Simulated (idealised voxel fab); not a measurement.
Module name: voxel lift off (process module)
275 nm wide, 5 nm square cells: that's cross-section cut.
A cross-section in this document is a grid of square cells, and it is written down as bands, the top band listed before the ones below it; a band is made up of one or more rows of cells. Heights first: top, then bottom, in nm. Then materials, left to right, each with a width in nm. "throughout" on a single material: fills the band edge to edge. "blank": empty space. It should be noted that heights are counted from 0, beneath which the wafer as supplied is of one material throughout, and that the lowest band possesses no lower boundary but continues downward, as written in "0..down". You'd read "30 to 40" like this: the band's top row of cells is as wide as the first number, its bottom row is as wide as the second, and going down, every row changes width by the same amount as the row before did. Where a step carries "nothing different", the cross-section came out of it unchanged, cell for cell. Basically, "Listed closed voids" tells you about the enclosed voids: empty spaces with no open way to the top, 8 cells or bigger, each written width x height at distance, where distance is from the left edge, all in nm. Formally, on a step line, whatever follows the settings is a remark that the simulator itself makes on the step. "overlay nm", when on a step's line for a step with a mask, measures how far to the right of its planned place the mask lay; a negative measure means to the left.

**Process steps (planned)**
| 1 | RECEIVE [material Si] |
| 2 | CONFORMAL_DEP [material Al2O3] [thk nm 10] |
| 3 | PATTERN [tone open] [mask id LINES] [material resist] [width nm 15] [pitch nm 45] [thk nm 25] [overlay nm 0] |
| 4 | DIRECTIONAL_DEP [material Ru] [thk nm 15] |
| 5 | STRIP [etch materials resist] |
| 6 | CONFORMAL_DEP [material SiN] [thk nm 10] |

**So this is the incoming wafer in cross-section - it's already been through step 1**
* 0..down  Si throughout
* Listed closed voids: none

**Cross-sectional image of the first of two wafers at the end of the module, the run having proceeded as planned**
* 35..25  blank (95) / SiN (35) / blank (10) / SiN (35) / blank (100)
* 25..20  blank (95) / SiN (10) / Ru (15) / SiN (10) / blank (10) / SiN (10) / Ru (15) / SiN (10) / blank (100)
* 20..10  SiN (105) / Ru (15) / SiN (30) / Ru (15) / SiN (110)
* 10..0  Al2O3 throughout
* 0..down  Si throughout
* Listed closed voids: none

**Presented here is a cross-section of the second of the two wafers as it stood at the end of the module. It was started in the same manner and assigned the same plan as the first wafer; however, one mistake was made in its execution**
* 35..25  blank (100) / SiN (35) / blank (10) / SiN (35) / blank (95)
* 25..20  blank (100) / SiN (10) / Ru (15) / SiN (10) / blank (10) / SiN (10) / Ru (15) / SiN (10) / blank (95)
* 20..10  SiN (110) / Ru (15) / SiN (30) / Ru (15) / SiN (105)
* 10..0  Al2O3 throughout
* 0..down  Si throughout
* Listed closed voids: none
Deviation from plan: heads up, step 3 didn't go per plan, it actually ran as PATTERN [tone open] [mask id LINES] [material resist] [width nm 15] [pitch nm 45] [thk nm 25] [overlay nm 5]
End check, second vs first wafer: material counts in cells match, positions do not.
